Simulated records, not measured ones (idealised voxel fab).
The following is a process module called voxel ribs on slabs.
175 nm wide, 5 nm square cells: that's cross-section cut.
We lay out every cross-section as a grid of square cells and spell it out in bands from the top down, where one band means one or more rows of cells.
Look at the band entry: it leads with the top's height and the bottom's height in nm. Then it lists the materials left to right, with a width in nm for each. The word "throughout" on a single material says that material fills the band edge to edge. The word "blank" is empty space.
Heights are expressed relative to 0, this being the level below which the as-received wafer comprises one material exclusively. The lowest band is unbounded in the downward direction and is denoted as in "from 0 down".
The width entry "30->40" should be interpreted row by row: the top row of cells in the band takes the first number, the bottom row takes the second number, and the change between adjacent rows is uniform throughout.
"all unchanged" for a step: no cell of the cross-section changed in that step.
Basically, "Fully sealed cavities" tells you about the enclosed voids: empty spaces with no open way to the top, 8 cells or bigger, each written width x height at distance, where distance is from the left edge, all in nm.
Post-settings text on a step line: simulator's own remark regarding the step.
"overlay nm" on a masked step: distance the mask lay right of its planned place, negative for left.
Below is the list of planned process steps
1. RECEIVE: material Si
2. DIRECTIONAL_DEP: material SiO2, thk nm 30
3. DIRECTIONAL_DEP: material SiN, thk nm 15
4. DIRECTIONAL_DEP: material aC, thk nm 15
5. PATTERN: tone cover, mask id RIB, material resist, width nm 15, thk nm 35, overlay nm 0
6. DIRECTIONAL_ETCH: etch materials aC, depth nm 15
7. STRIP: etch materials resist
8. DIRECTIONAL_ETCH: etch materials SiN, depth nm 5
9. STRIP: etch materials aC
10. DIRECTIONAL_DEP: material aC, thk nm 15
11. PATTERN: tone cover, mask id SLAB, material resist, width nm 35, thk nm 35, overlay nm 0
12. DIRECTIONAL_ETCH: etch materials aC, depth nm 15
13. STRIP: etch materials resist
14. DIRECTIONAL_ETCH: etch materials SiN, depth nm 10
15. STRIP: etch materials aC
16. FILL_DEP: material SiO2, thk nm 20
17. CMP: height nm 55
18. DIRECTIONAL_DEP: material W, thk nm 10
19. DIRECTIONAL_DEP: material aC, thk nm 10
20. PATTERN: tone cover, mask id HEATER, material resist, width nm 25, thk nm 30, overlay nm 0
21. DIRECTIONAL_ETCH: etch materials aC, depth nm 10
22. STRIP: etch materials resist
23. DIRECTIONAL_ETCH: etch materials W, depth nm 10
24. STRIP: etch materials aC
25. CONFORMAL_DEP: material SiN, thk nm 10
What sets these wafers apart? The width nm at step 11. They all start alike, and the plan carries the first wafer's value.
First wafer of several, as received: cross-section after step 1
    from 0 down  Si throughout
    Fully sealed cavities: none
Wafer rows, end of module: cells per material gained (+) or lost (-) since receipt; closed voids last
width nm 35; +95 SiN; +368 SiO2; +10 W; Fully sealed cavities: none
width nm 40; +97 SiN; +366 SiO2; +10 W; Fully sealed cavities: none
width nm 45; +99 SiN; +364 SiO2; +10 W; Fully sealed cavities: none
width nm 50; +101 SiN; +362 SiO2; +10 W; Fully sealed cavities: none
width nm 55; +103 SiN; +360 SiO2; +10 W; Fully sealed cavities: none
width nm 60; +105 SiN; +358 SiO2; +10 W; Fully sealed cavities: none
